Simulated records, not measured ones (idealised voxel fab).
The name of this process module is voxel released beams.
This is section cut - it's 180 nm across, gridded in 5 nm square cells.
The cross-sections in this document take the form of a grid made of square cells. They are written out as bands, in order from top to bottom. Each band consists of one or more rows of cells. In this notation a band is specified by the heights of its top and bottom, in that order and in nm, after which its materials appear from left to right, each paired with its width in nm. The word "everywhere" attached to a single material means that material fills the band from edge to edge; the word "blank" stands for empty space. Height is counted from the level 0, under which the received wafer is composed throughout of one material. The lowest of the bands is not closed at the bottom but continues downward, in the notation "0..down". Read "30 to 40" as a graded width: first number on top, second number at the bottom, same change between each pair of neighbouring rows. Step marked "identical to before"? Then no cell in the cross-section changed in it. Voids not open to the top, 8 cells minimum: see "closed voids". Written width x height at distance; distance is from the left edge; nm. On each step's line, the part that comes after the settings is the simulator's own comment on the step. Each step line may optionally specify "overlay nm", which for a step with a mask gives the rightward distance between the mask's planned place and where it lay, a negative value indicating the leftward direction.
Plan
1) RECEIVE, material Si
2) CONFORMAL_DEP, material Al2O3, thk nm 5
3) DIRECTIONAL_DEP, material SiO2, thk nm 20
4) PATTERN, tone open, mask id ANCHOR, material resist, width nm 40, thk nm 20, overlay nm 0
5) DIRECTIONAL_ETCH, etch materials SiO2, depth nm 20
6) STRIP, etch materials resist
7) CONFORMAL_DEP, material polySi, thk nm 15
8) DIRECTIONAL_DEP, material aC, thk nm 10
9) PATTERN, tone cover, mask id BEAM, material resist, width nm 120, thk nm 25, overlay nm 0
10) DIRECTIONAL_ETCH, etch materials aC, depth nm 10
11) STRIP, etch materials resist
12) DIRECTIONAL_ETCH, etch materials polySi, depth nm 15
13) STRIP, etch materials aC
14) STRIP, etch materials SiO2
Shown in cross-section is the wafer as received, that is, as it stands after step 1
* 0..down: Si everywhere
* closed voids: none
Cross-section, end of module. Start: as above. Plan: as above. Execution: one mistake
* 35..20: 25 nm blank; 20 nm polySi; 10 nm blank; 90 nm polySi; 35 nm blank
* 20..15: 30 nm blank; 15 nm polySi; 10 nm blank; 15 nm polySi; 110 nm blank
* 15..0: 30 nm blank; 40 nm polySi; 110 nm blank
* 0..down: Si everywhere
* closed voids: none
In executing the process, a mistake was made relative to the plan: step 2 of the plan was excluded from execution and never run
